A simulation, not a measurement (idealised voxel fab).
Process module under the name voxel self aligned vias
Square cell edge 5 nm, section width 270 nm, ID cut.
Throughout this document, each cross-section is represented as a grid of square cells and is presented as a sequence of bands enumerated from the top downward, where a band comprises one or more rows of cells.
It is stipulated that each band's entry specify, in nanometres, the height of the top of the band and then that of its bottom, followed by the materials of the band in left-to-right sequence, each together with its width in nanometres. A single material marked by the word "everywhere" is understood to fill the band from edge to edge; the word "empty" is understood to denote empty space.
The level at which height equals 0 is the one under which the wafer, as it arrives, is entirely one material. No lower edge exists for the bottom band, which continues downward and is notated as in "0 -> down".
The notation "30 to 40" denotes a width that varies across the rows of cells in the band, beginning at the first number in the top row, finishing at the second number in the bottom row, and changing by an identical amount from each row to the next.
For the purposes of this document, the phrase "no modifications" attached to a step denotes that no cell within the cross-section was modified by that step.
In "Enclosed internal voids" the enclosed voids are listed, meaning empty spaces of 8 cells or larger without any opening to the top. The form is width x height at distance, distance from the left edge, units nm.
Post-settings text on a step line: simulator's own remark regarding the step.
overlay nm: how far to the right of its planned place the mask lay on this masked step (negative: to the left).
[This section lists the process steps that were planned]
| 1 | RECEIVE with material Si |
| 2 | CONFORMAL_DEP with material SiO2, thk nm 15 |
| 3 | CONFORMAL_DEP with material SiCN, thk nm 5 |
| 4 | DIRECTIONAL_DEP with material SiO2, thk nm 25 |
| 5 | DIRECTIONAL_DEP with material aC, thk nm 15 |
| 6 | PATTERN with tone open, mask id LINES, material resist, width nm 25, pitch nm 65, thk nm 35, overlay nm 0 |
| 7 | DIRECTIONAL_ETCH with etch materials aC, depth nm 15 |
| 8 | STRIP with etch materials resist |
| 9 | DIRECTIONAL_ETCH with etch materials SiO2, depth nm 25 |
| 10 | STRIP with etch materials aC |
| 11 | CONFORMAL_DEP with material TiN, thk nm 5 |
| 12 | FILL_DEP with material W, thk nm 10 |
| 13 | CMP with height nm 45 |
| 14 | SELECTIVE_ETCH with etch materials W Ru TiN, depth nm 10 |
| 15 | FILL_DEP with material SiN, thk nm 10 |
| 16 | CMP with height nm 45 |
| 17 | DIRECTIONAL_DEP with material SiO2, thk nm 20 |
| 18 | DIRECTIONAL_DEP with material aC, thk nm 15 |
| 19 | PATTERN with tone open, mask id VIAS, material resist, width nm 35, pitch nm 65, thk nm 35, overlay nm 0 |
| 20 | DIRECTIONAL_ETCH with etch materials aC, depth nm 15 |
| 21 | STRIP with etch materials resist |
| 22 | DIRECTIONAL_ETCH with etch materials SiO2, depth nm 20 |
| 23 | DIRECTIONAL_ETCH with etch materials SiN, depth nm 10 |
| 24 | STRIP with etch materials aC |
| 25 | CONFORMAL_DEP with material TiN, thk nm 5 |
| 26 | FILL_DEP with material W, thk nm 10 |
| 27 | CMP with height nm 65 |
| 28 | CONFORMAL_DEP with material SiN, thk nm 5 |
[The cross-section here shows the wafer as received, i.e. in its state after step 1]
	0 -> down = Si everywhere
	Enclosed internal voids: none
[Module complete, cross-section. Starting point and plan per above. One mistake made in running the module]
	70 -> 65 = SiN everywhere
	65 -> 45 = 85 SiO2; 5 TiN; 25 W; 5 TiN; 30 SiO2; 5 TiN; 25 W; 5 TiN; 85 SiO2
	45 -> 40 = 85 SiN; 10 TiN; 15 W; 10 TiN; 30 SiN; 10 TiN; 15 W; 10 TiN; 85 SiN
	40 -> 35 = 90 SiO2; 25 TiN; 40 SiO2; 25 TiN; 90 SiO2
	35 -> 30 = 90 SiO2; 25 SiN; 40 SiO2; 25 SiN; 90 SiO2
	30 -> 25 = 90 SiO2; 5 TiN; 15 W; 5 TiN; 40 SiO2; 5 TiN; 15 W; 5 TiN; 90 SiO2
	25 -> 20 = 90 SiO2; 25 TiN; 40 SiO2; 25 TiN; 90 SiO2
	20 -> 15 = SiCN everywhere
	15 -> 0 = SiO2 everywhere
	0 -> down = Si everywhere
	Enclosed internal voids: none
Error vs. plan: step 13 was not run as planned; what actually ran was CMP with height nm 40
